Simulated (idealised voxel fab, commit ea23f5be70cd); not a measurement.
Herein follows the process module entitled voxel self aligned contacts.
The width of the displayed cross-section, cut, is 215 nm; its cells are square, with a size of 5 nm.
If you're reading a cross-section in this doc, picture square cells in a grid; it comes to you as bands, top ones listed first down to the bottom, and a band can be one or more rows of cells. Heights first: top, then bottom, in nm. Then materials, left to right, each with a width in nm. "full width" on a single material: fills the band edge to edge. "blank": empty space. For the purposes of this specification, 0 denotes the height below which the wafer in its as-received condition is composed wholly of one material, and the lowermost band, lacking a lower limit, extends downward without end, as expressed in "from 0 down". Width: "30->40" (first number = top row, second number = bottom row, same change from row to row of cells). "nothing different", as given for a step, is the statement that not any cell of the cross-section underwent a change during that step. What "Trapped cavities" gives you is every empty space of 8 cells or more that is cut off from the top. Each appears as width x height at distance, with the distance taken from the left edge and width, height and distance all in nm. Where a step's line continues beyond its settings, the continuation is a remark by the simulator itself on that step. Each step line may optionally specify "overlay nm", which for a step with a mask gives the rightward distance between the mask's planned place and where it lay, a negative value indicating the leftward direction.

### Below is the list of planned process steps
1) RECEIVE, material Si
2) OXIDIZE, depth nm 5
3) DIRECTIONAL_DEP, material polySi, thk nm 25
4) DIRECTIONAL_DEP, material SiN, thk nm 25
5) MASKED_ETCH, tone cover, mask id GATE, width nm 25, pitch nm 65, etch materials SiN, depth nm 25, overlay nm 0
6) MASKED_ETCH, tone cover, mask id GATE, width nm 25, pitch nm 65, etch materials polySi, depth nm 25, overlay nm 0
7) CONFORMAL_DEP, material SiN, thk nm 10
8) DIRECTIONAL_ETCH, etch materials SiN, depth nm 10
9) FILL_DEP, material SiO2, thk nm 15
10) CMP, height nm 55
11) MASKED_ETCH, tone open, mask id CONTACT, width nm 50, pitch nm 65, etch materials SiO2, depth nm 60, overlay nm 0
12) CONFORMAL_DEP, material TiN, thk nm 5
13) FILL_DEP, material Ru, thk nm 10
14) CMP, height nm 55
15) CONFORMAL_DEP, material SiCN, thk nm 5
Same starting wafers, different thk nm at step 15. Plan value belongs to the first wafer.

### This is how the first of several wafers looked in cross-section when it arrived, which is after step 1
* from 0 down = Si full width
* Trapped cavities: none

### End of module: cross-section of the first of several wafers after step 15, the last step
* from 60 to 55 = SiCN full width
* from 55 to 50 = SiO2: 50 | TiN: 20 | Ru: 10 | TiN: 20 | SiO2: 15 | TiN: 20 | Ru: 10 | TiN: 20 | SiO2: 50
* from 50 to 25 = SiO2: 20 | SiN: 45 | TiN: 5 | Ru: 10 | TiN: 5 | SiN: 45 | TiN: 5 | Ru: 10 | TiN: 5 | SiN: 45 | SiO2: 20
* from 25 to 0 = SiO2: 20 | SiN: 10 | polySi: 25 | SiN: 10 | TiN: 5 | Ru: 10 | TiN: 5 | SiN: 10 | polySi: 25 | SiN: 10 | TiN: 5 | Ru: 10 | TiN: 5 | SiN: 10 | polySi: 25 | SiN: 10 | SiO2: 20
* from 0 to -5 = SiO2: 65 | TiN: 20 | SiO2: 45 | TiN: 20 | SiO2: 65
* from -5 down = Si full width
* Trapped cavities: none

### At the end of the module, the last of several wafers in cross-section
* from 75 to 55 = SiCN full width
* from 55 to 50 = SiO2: 50 | TiN: 20 | Ru: 10 | TiN: 20 | SiO2: 15 | TiN: 20 | Ru: 10 | TiN: 20 | SiO2: 50
* from 50 to 25 = SiO2: 20 | SiN: 45 | TiN: 5 | Ru: 10 | TiN: 5 | SiN: 45 | TiN: 5 | Ru: 10 | TiN: 5 | SiN: 45 | SiO2: 20
* from 25 to 0 = SiO2: 20 | SiN: 10 | polySi: 25 | SiN: 10 | TiN: 5 | Ru: 10 | TiN: 5 | SiN: 10 | polySi: 25 | SiN: 10 | TiN: 5 | Ru: 10 | TiN: 5 | SiN: 10 | polySi: 25 | SiN: 10 | SiO2: 20
* from 0 to -5 = SiO2: 65 | TiN: 20 | SiO2: 45 | TiN: 20 | SiO2: 65
* from -5 down = Si full width
* Trapped cavities: none

### Per wafer (row), end of module: delta in cells per material since receipt, (+) for gained, (-) for lost; closed voids after that
thk nm 5; +44 Ru; -43 Si; +43 SiCN; +195 SiN; +138 SiO2; +64 TiN; +75 polySi; Trapped cavities: none
thk nm 10; +44 Ru; -43 Si; +86 SiCN; +195 SiN; +138 SiO2; +64 TiN; +75 polySi; Trapped cavities: none
thk nm 15; +44 Ru; -43 Si; +129 SiCN; +195 SiN; +138 SiO2; +64 TiN; +75 polySi; Trapped cavities: none
thk nm 20; +44 Ru; -43 Si; +172 SiCN; +195 SiN; +138 SiO2; +64 TiN; +75 polySi; Trapped cavities: none
